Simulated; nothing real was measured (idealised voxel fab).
process module | voxel local oxidation
cross-section cut | 255 nm wide | cells 5 nm
A cross-section is a grid of square cells, given in bands from the top down. A band is one or more rows of cells.
Each band's line starts with the height of the band's top and of its bottom, in nm. Then come its materials from left to right, each with its width in nm. One material with "throughout" fills the band from edge to edge. "air" is empty space.
Height 0 is the level under which the wafer as received is all one material. The lowest band goes on downwards, as in "0 down".
A width such as "30 to 40" changes by the same amount from each row of cells to the next, from the band's top row to its bottom row.
"no change" after a step means that no cell of the cross-section changed.
closed voids: empty space of 8 cells or more with no open way to the top, each as width x height at its distance from the left edge, in nm
after a step's settings: what the simulator itself notes on the step
overlay nm, on a step with a mask: how far to the right of its planned place the mask lay; to the left if negative
plan
1 op RECEIVE | material Si
2 op CONFORMAL_DEP | material SiO2 | thk nm 5
3 op CONFORMAL_DEP | material SiN | thk nm 15
4 op DIRECTIONAL_DEP | material aC | thk nm 15
5 op PATTERN | tone cover | mask id ACTIVE | material resist | width nm 130 | thk nm 35 | overlay nm 0
6 op DIRECTIONAL_ETCH | etch materials aC | depth nm 15
7 op STRIP | etch materials resist
8 op DIRECTIONAL_ETCH | etch materials SiN | depth nm 15
9 op STRIP | etch materials aC
10 op SELECTIVE_ETCH | etch materials SiO2 | depth nm 5
11 op OXIDIZE | depth nm 15
12 op STRIP | etch materials SiN
first wafer, as planned
as received, after step 1
  0 down: Si throughout
  closed voids: none
after step 2
  5 to 0: SiO2 throughout
  below 0: unchanged
after step 3
  20 to 5: SiN throughout
  below 5: unchanged
after step 4
  35 to 20: aC throughout
  below 20: unchanged
after step 5
  70 to 35: air 60 | resist 130 | air 65
  below 35: unchanged
after step 6
  55 to 35: air 60 | resist 130 | air 65
  35 to 20: air 60 | aC 130 | air 65
  below 20: unchanged
after step 7
  35 to 20: air 60 | aC 130 | air 65
  below 20: unchanged
after step 8
  35 to 20: air 60 | aC 130 | air 65
  20 to 5: air 60 | SiN 130 | air 65
  below 5: unchanged
after step 9
  20 to 5: air 60 | SiN 130 | air 65
  below 5: unchanged
after step 10
  20 to 5: air 60 | SiN 130 | air 65
  5 to 0: air 65 | SiO2 120 | air 70
  below 0: unchanged
after step 11
  20 to 5: air 60 | SiN 130 | air 65
  5 to 0: air 65 | SiO2 120 | air 70
  0 to -15: SiO2 80 | Si 90 | SiO2 85
  below -15: unchanged
after step 12
  5 to 0: air 65 | SiO2 120 | air 70
  below 0: unchanged
second wafer: like start, like plan, one mistake. Through step 6 it matches the first wafer
when step 7 should have ended
  55 to 35: air 60 | resist 130 | air 65
  35 to 20: air 60 | aC 130 | air 65
  20 to 5: air 60 | SiN 130 | air 65
  below 5: unchanged
when step 8 should have ended
  35 to 20: air 60 | aC 130 | air 65
  below 20: unchanged
when step 9 should have ended
  20 to 5: air 60 | SiN 130 | air 65
  below 5: unchanged
when step 10 should have ended
  20 to 5: air 60 | SiN 130 | air 65
  5 to 0: air 65 | SiO2 120 | air 70
  below 0: unchanged
when step 11 should have ended
  20 to 5: air 60 | SiN 130 | air 65
  5 to 0: air 65 | SiO2 120 | air 70
  0 to -15: SiO2 80 | Si 90 | SiO2 85
  below -15: unchanged
when step 12 should have ended
  5 to 0: air 65 | SiO2 120 | air 70
  below 0: unchanged
what went wrong: steps 7 and 8 were swapped
at the end the two cross-sections are the same: no effect in what this model computes
